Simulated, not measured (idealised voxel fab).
Herein follows the process module entitled voxel self aligned contacts.
cross-section cut | 225 nm wide | cells 5 nm
Bands, listed from the top down, are how a cross-section gets written in this document; the cross-section itself is a grid of square cells, and a band is one or more rows of them. What a band's entry tells you: where the top is and where the bottom is, as heights in nm, and after that what lies inside, material by material from left to right, each with its width in nm. Empty space is written as the word "air", and a single material marked with the word "everywhere" occupies the band from edge to edge. Measure heights from 0. That's the level where, below it, the as-received wafer is all one material. The lowest band is bottomless and extends downward; write it as in "top 0, no bottom". With a width like "30..40", each row of cells in the band differs from the next by the same amount, the top row carrying the first number and the bottom row the second. "remained unchanged", as given for a step, is the statement that not any cell of the cross-section underwent a change during that step. Closed empty spaces (no open way to the top) of 8 cells or more are what "Closed void inventory" lists, each as width x height at distance from the left edge, nm for all three. That trailing text on a step's line, after the settings, is the simulator's own remark on the step. overlay nm: mask offset rightward from planned place, masked step; negative means leftward offset.
# Set out below are the planned steps of the process
1,RECEIVE (material Si)
2,CONFORMAL_DEP (material SiO2; thk nm 5)
3,DIRECTIONAL_DEP (material polySi; thk nm 25)
4,DIRECTIONAL_DEP (material SiN; thk nm 20)
5,MASKED_ETCH (tone cover; mask id GATE; width nm 30; pitch nm 70; etch materials SiN; depth nm 20; overlay nm 0)
6,MASKED_ETCH (tone cover; mask id GATE; width nm 30; pitch nm 70; etch materials polySi; depth nm 25; overlay nm 0)
7,CONFORMAL_DEP (material SiN; thk nm 10)
8,DIRECTIONAL_ETCH (etch materials SiN; depth nm 10)
9,FILL_DEP (material SiO2; thk nm 10)
10,CMP (height nm 55)
11,PATTERN (tone open; mask id CONTACT; material resist; width nm 50; thk nm 20; overlay nm 0)
12,DIRECTIONAL_ETCH (etch materials SiO2; depth nm 55)
13,STRIP (etch materials resist)
14,CONFORMAL_DEP (material TiN; thk nm 5)
15,FILL_DEP (material Ru; thk nm 10)
16,CMP (height nm 55)
17,CONFORMAL_DEP (material SiCN; thk nm 5)
# Cross-section, incoming material, after step 1
* top 0, no bottom: Si everywhere
* Closed void inventory: none
# Wafer cross-section at end of module: start and plan as shown above, one execution error
* top 60, bottom 55: SiCN everywhere
* top 55, bottom 50: 50 of SiO2; 50 of SiN; 20 of TiN; 50 of SiN; 55 of SiO2
* top 50, bottom 30: SiN everywhere
* top 30, bottom 5: polySi everywhere
* top 5, bottom 0: SiO2 everywhere
* top 0, no bottom: Si everywhere
* Closed void inventory: none
Run error: step 4 of the plan saw execution twice
